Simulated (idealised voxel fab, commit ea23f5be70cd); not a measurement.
process module | voxel self aligned vias
cross-section cut | 295 nm wide | cells 5 nm
A cross-section is a grid of square cells, given in bands from the top down. A band is one or more rows of cells.
Each band's line starts with the height of the band's top and of its bottom, in nm. Then come its materials from left to right, each with its width in nm. One material with "throughout" fills the band from edge to edge. "air" is empty space.
Height 0 is the level under which the wafer as received is all one material. The lowest band goes on downwards, as in "0 down".
A width such as "30 to 40" changes by the same amount from each row of cells to the next, from the band's top row to its bottom row.
"no change" after a step means that no cell of the cross-section changed.
closed voids: empty space of 8 cells or more with no open way to the top, each as width x height at its distance from the left edge, in nm
after a step's settings: what the simulator itself notes on the step
overlay nm, on a step with a mask: how far to the right of its planned place the mask lay; to the left if negative
plan
1 op RECEIVE | material Si
2 op CONFORMAL_DEP | material SiO2 | thk nm 10
3 op CONFORMAL_DEP | material SiCN | thk nm 5
4 op DIRECTIONAL_DEP | material SiO2 | thk nm 30
5 op MASKED_ETCH | tone open | mask id LINES | width nm 25 | pitch nm 65 | etch materials SiO2 | depth nm 30 | overlay nm 0
6 op CONFORMAL_DEP | material TiN | thk nm 5
7 op FILL_DEP | material W | thk nm 10
8 op CMP | height nm 45
9 op SELECTIVE_ETCH | etch materials W Ru TiN | depth nm 10
10 op FILL_DEP | material SiN | thk nm 5
11 op CMP | height nm 45
12 op DIRECTIONAL_DEP | material SiO2 | thk nm 15
13 op PATTERN | tone open | mask id VIAS | material resist | width nm 35 | pitch nm 130 | thk nm 15 | overlay nm -15
14 op DIRECTIONAL_ETCH | etch materials SiO2 | depth nm 15
15 op DIRECTIONAL_ETCH | etch materials SiN | depth nm 10
16 op STRIP | etch materials resist
17 op CONFORMAL_DEP | material TiN | thk nm 5
18 op FILL_DEP | material Ru | thk nm 10
19 op CMP | height nm 60
20 op CONFORMAL_DEP | material SiCN | thk nm 5
varied across the wafers: overlay nm of step 13. The plan shows the first wafer's value. All wafers start alike
first wafer as received, after step 1
  0 down: Si throughout
  closed voids: none
each wafer at the end: cells of each material gained (+) or lost (-) since it was received, then its closed voids
overlay nm -15 | +24 Ru | +118 SiCN | +18 SiN | +517 SiO2 | +63 TiN | +27 W | closed voids: none
overlay nm -10 | +28 Ru | +118 SiCN | +14 SiN | +517 SiO2 | +63 TiN | +27 W | closed voids: none
overlay nm -5 | +32 Ru | +118 SiCN | +10 SiN | +517 SiO2 | +63 TiN | +27 W | closed voids: none
overlay nm 0 | +32 Ru | +118 SiCN | +10 SiN | +517 SiO2 | +63 TiN | +27 W | closed voids: none
overlay nm 5 | +32 Ru | +118 SiCN | +10 SiN | +517 SiO2 | +63 TiN | +27 W | closed voids: none
overlay nm 10 | +28 Ru | +118 SiCN | +14 SiN | +517 SiO2 | +63 TiN | +27 W | closed voids: none
overlay nm 15 | +24 Ru | +118 SiCN | +18 SiN | +517 SiO2 | +63 TiN | +27 W | closed voids: none
